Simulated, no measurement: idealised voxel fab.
Process module name: voxel released beams
Xsec cut, 245 nm wide, square cell size 5 nm.
Square cells in a grid make up a cross-section in this document, and the grid is given as bands, listed from the top down, each one or more rows of cells.
Quick guide to a band line: top height, bottom height (nm) up front; then every material left to right with its width in nm. Only one material and it's marked "everywhere"? Then it fills the band edge to edge. And "air" just means empty space.
Heads up on the height convention: 0 is the point under which the incoming wafer is all one material, and the lowest band has no bottom, it just keeps going down, like "0..down".
Per-row width for "30..40": begins at first number (top row of band), ends at second number (bottom row), increment between rows held constant.
The cross-section has no changed cell in any step marked "remained unchanged".
This entry, "Voids, enclosed", enumerates those empty regions of no fewer than 8 cells that possess no open connection to the top. Each region is reported in the form width x height at distance, the distance being taken from the left edge, with all three quantities expressed in nm.
On each step's line, the part that comes after the settings is the simulator's own comment on the step.
Steps that use a mask can have "overlay nm" on their line. It says how far the mask sat to the right of where it was meant to be. Negative means to the left.
-- The following list gives the planned process steps
1) RECEIVE [material Si]
2) CONFORMAL_DEP [material Al2O3] [thk nm 5]
3) DIRECTIONAL_DEP [material SiO2] [thk nm 15]
4) DIRECTIONAL_DEP [material aC] [thk nm 10]
5) PATTERN [tone open] [mask id ANCHOR] [material resist] [width nm 25] [thk nm 30] [overlay nm 0]
6) DIRECTIONAL_ETCH [etch materials aC] [depth nm 10]
7) STRIP [etch materials resist]
8) DIRECTIONAL_ETCH [etch materials SiO2] [depth nm 15]
9) STRIP [etch materials aC]
10) CONFORMAL_DEP [material polySi] [thk nm 10]
11) DIRECTIONAL_DEP [material aC] [thk nm 15]
12) PATTERN [tone cover] [mask id BEAM] [material resist] [width nm 80] [thk nm 30] [overlay nm 0]
13) DIRECTIONAL_ETCH [etch materials aC] [depth nm 15]
14) STRIP [etch materials resist]
15) DIRECTIONAL_ETCH [etch materials polySi] [depth nm 10]
16) STRIP [etch materials aC]
17) STRIP [etch materials SiO2]
-- As-received wafer cross-section (after step 1)
- 0..down | Si everywhere
- Voids, enclosed: none
-- Module complete, cross-section. Starting point and plan per above. One mistake made in running the module
- 25..15 | air (80) | polySi (15) | air (5) | polySi (60) | air (85)
- 15..10 | air (85) | polySi (10) | air (5) | polySi (10) | air (135)
- 10..0 | air (85) | polySi (25) | air (135)
- 0..down | Si everywhere
- Voids, enclosed: none
Deviation from plan: step 2 of the plan was bypassed and not carried out
